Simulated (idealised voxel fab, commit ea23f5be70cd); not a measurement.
The document below concerns the process module designated voxel capacitor over wiring.
Xsec cut, 290 nm wide, square cell size 5 nm.
Cross-section, as written here: a square-cell grid given band by band from the top down, where a band holds one or more rows of cells.
Each band's line starts with the height of the band's top and of its bottom, in nm. Then come its materials from left to right, each with its width in nm. One material with "throughout" fills the band from edge to edge. "air" is empty space.
Measure heights from 0. That's the level where, below it, the as-received wafer is all one material. The lowest band is bottomless and extends downward; write it as in "0..down".
A width such as "30 to 40" changes by the same amount from each row of cells to the next, from the band's top row to its bottom row.
Any step labelled "remained unchanged" changed none of the cells in the cross-section.
Basically, "Enclosed empty spaces" tells you about the enclosed voids: empty spaces with no open way to the top, 8 cells or bigger, each written width x height at distance, where distance is from the left edge, all in nm.
What comes after the settings on a step's line is commentary from the simulator itself on that step.
Regarding "overlay nm": on a step with a mask, it is the distance the mask lay to the right of its planned place; a negative value places it to the left.

-- List of planned process steps
1) op RECEIVE | material Si
2) op CONFORMAL_DEP | material SiO2 | thk nm 10
3) op CONFORMAL_DEP | material SiN | thk nm 5
4) op DIRECTIONAL_DEP | material SiO2 | thk nm 25
5) op PATTERN | tone open | mask id METAL_1 | material resist | width nm 20 | pitch nm 75 | thk nm 15 | overlay nm 0
6) op DIRECTIONAL_ETCH | etch materials SiO2 | depth nm 25
7) op DIRECTIONAL_ETCH | etch materials SiN | depth nm 5
8) op STRIP | etch materials resist
9) op CONFORMAL_DEP | material TiN | thk nm 5
10) op FILL_DEP | material Cu | thk nm 5
11) op CMP | height nm 40
12) op CONFORMAL_DEP | material SiCN | thk nm 5
13) op DIRECTIONAL_DEP | material SiO2 | thk nm 15
14) op DIRECTIONAL_DEP | material aC | thk nm 15
15) op PATTERN | tone open | mask id PLUG_1 | material resist | width nm 15 | thk nm 35 | overlay nm 0
16) op DIRECTIONAL_ETCH | etch materials aC | depth nm 15
17) op STRIP | etch materials resist
18) op DIRECTIONAL_ETCH | etch materials SiO2 | depth nm 15
19) op DIRECTIONAL_ETCH | etch materials SiCN | depth nm 5
20) op STRIP | etch materials aC
21) op EPI | material Ru | thk nm 10
22) op EPI | material Ru | thk nm 10
23) op DIRECTIONAL_DEP | material TiN | thk nm 5
24) op DIRECTIONAL_DEP | material Al2O3 | thk nm 5
25) op DIRECTIONAL_DEP | material TiN | thk nm 5
26) op MASKED_ETCH | tone cover | mask id UPPER_PLATE | width nm 60 | etch materials TiN | depth nm 5 | overlay nm 0
27) op MASKED_ETCH | tone cover | mask id UPPER_PLATE | width nm 60 | etch materials Al2O3 | depth nm 5 | overlay nm 0
28) op MASKED_ETCH | tone cover | mask id LOWER_PLATE | width nm 70 | etch materials TiN | depth nm 5 | overlay nm 0
29) op FILL_DEP | material SiO2 | thk nm 15
30) op CMP | height nm 85
31) op PATTERN | tone open | mask id PLUG_2 | material resist | width nm 15 | thk nm 20 | overlay nm 0
32) op DIRECTIONAL_ETCH | etch materials SiO2 | depth nm 10
33) op STRIP | etch materials resist
34) op CONFORMAL_DEP | material TiN | thk nm 5
35) op FILL_DEP | material Ru | thk nm 5
36) op CMP | height nm 85
37) op CONFORMAL_DEP | material SiCN | thk nm 5
Same starting wafers, different width nm at step 31. Plan value belongs to the first wafer.

-- The first of several wafers in cross-section, exactly as it reached us after step 1
0..down | Si throughout
Enclosed empty spaces: none

-- First wafer of several, cross-section, module end, after step 37 (last)
90..85 | SiCN throughout
85..80 | SiO2 110 nm  TiN 5 nm  Ru 5 nm  TiN 5 nm  SiO2 165 nm
80..70 | SiO2 110 to 100 nm  TiN 15 to 60 nm  SiO2 165 to 130 nm
70..65 | SiO2 100 nm  Al2O3 60 nm  SiO2 130 nm
65..60 | SiO2 95 nm  TiN 70 nm  SiO2 125 nm
60..45 | SiO2 100 nm  Ru 15 nm  SiO2 175 nm
45..40 | SiCN 100 nm  Ru 15 nm  SiCN 175 nm
40..15 | SiO2 95 nm  TiN 5 nm  Cu 10 nm  TiN 5 nm  SiO2 55 nm  TiN 5 nm  Cu 10 nm  TiN 5 nm  SiO2 100 nm
15..10 | SiN 95 nm  TiN 20 nm  SiN 55 nm  TiN 20 nm  SiN 100 nm
10..0 | SiO2 throughout
0..down | Si throughout
Enclosed empty spaces: none

-- Of the several wafers, the last: cross-section at the end of the module
90..85 | SiCN throughout
85..80 | SiO2 105 nm  TiN 5 nm  Ru 20 nm  TiN 5 nm  SiO2 155 nm
80..70 | SiO2 105 to 100 nm  TiN 30 to 60 nm  SiO2 155 to 130 nm
70..65 | SiO2 100 nm  Al2O3 60 nm  SiO2 130 nm
65..60 | SiO2 95 nm  TiN 70 nm  SiO2 125 nm
60..45 | SiO2 100 nm  Ru 15 nm  SiO2 175 nm
45..40 | SiCN 100 nm  Ru 15 nm  SiCN 175 nm
40..15 | SiO2 95 nm  TiN 5 nm  Cu 10 nm  TiN 5 nm  SiO2 55 nm  TiN 5 nm  Cu 10 nm  TiN 5 nm  SiO2 100 nm
15..10 | SiN 95 nm  TiN 20 nm  SiN 55 nm  TiN 20 nm  SiN 100 nm
10..0 | SiO2 throughout
0..down | Si throughout
Enclosed empty spaces: none

-- Wafer rows, end of module: cells per material gained (+) or lost (-) since receipt; closed voids last
width nm 15, +12 Al2O3, +20 Cu, +13 Ru, +113 SiCN, +50 SiN, +777 SiO2, +59 TiN, Enclosed empty spaces: none
width nm 20, +12 Al2O3, +20 Cu, +14 Ru, +113 SiCN, +50 SiN, +775 SiO2, +60 TiN, Enclosed empty spaces: none
width nm 25, +12 Al2O3, +20 Cu, +15 Ru, +113 SiCN, +50 SiN, +773 SiO2, +61 TiN, Enclosed empty spaces: none
width nm 30, +12 Al2O3, +20 Cu, +16 Ru, +113 SiCN, +50 SiN, +771 SiO2, +62 TiN, Enclosed empty spaces: none
